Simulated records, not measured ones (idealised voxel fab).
process module | voxel plated lines
cross-section cut | 290 nm wide | cells 5 nm
A cross-section is a grid of square cells, given in bands from the top down. A band is one or more rows of cells.
Each band's line starts with the height of the band's top and of its bottom, in nm. Then come its materials from left to right, each with its width in nm. One material with "throughout" fills the band from edge to edge. "air" is empty space.
Height 0 is the level under which the wafer as received is all one material. The lowest band goes on downwards, as in "0 down".
A width such as "30 to 40" changes by the same amount from each row of cells to the next, from the band's top row to its bottom row.
"no change" after a step means that no cell of the cross-section changed.
closed voids: empty space of 8 cells or more with no open way to the top, each as width x height at its distance from the left edge, in nm
after a step's settings: what the simulator itself notes on the step
overlay nm, on a step with a mask: how far to the right of its planned place the mask lay; to the left if negative
plan
1 op RECEIVE | material Si
2 op CONFORMAL_DEP | material Al2O3 | thk nm 10
3 op DIRECTIONAL_DEP | material TiN | thk nm 5
4 op PATTERN | tone open | mask id LINES | material resist | width nm 30 | pitch nm 60 | thk nm 40 | overlay nm 0
5 op EPI | material Ru | thk nm 5
6 op EPI | material Ru | thk nm 5
7 op EPI | material Ru | thk nm 5
8 op STRIP | etch materials resist
9 op DIRECTIONAL_ETCH | etch materials TiN | depth nm 5
10 op CONFORMAL_DEP | material SiO2 | thk nm 5
as received, after step 1
  0 down: Si throughout
  closed voids: none
a wafer at the end: this start, this plan, one mistake
  35 to 30: air 95 | TiN 40 | air 20 | TiN 40 | air 95
  30 to 15: air 95 | TiN 5 | Ru 30 | TiN 5 | air 20 | TiN 5 | Ru 30 | TiN 5 | air 95
  15 to 10: TiN throughout
  10 to 0: Al2O3 throughout
  0 down: Si throughout
  closed voids: none
what went wrong: step 10 ran as: op CONFORMAL_DEP | material TiN | thk nm 5
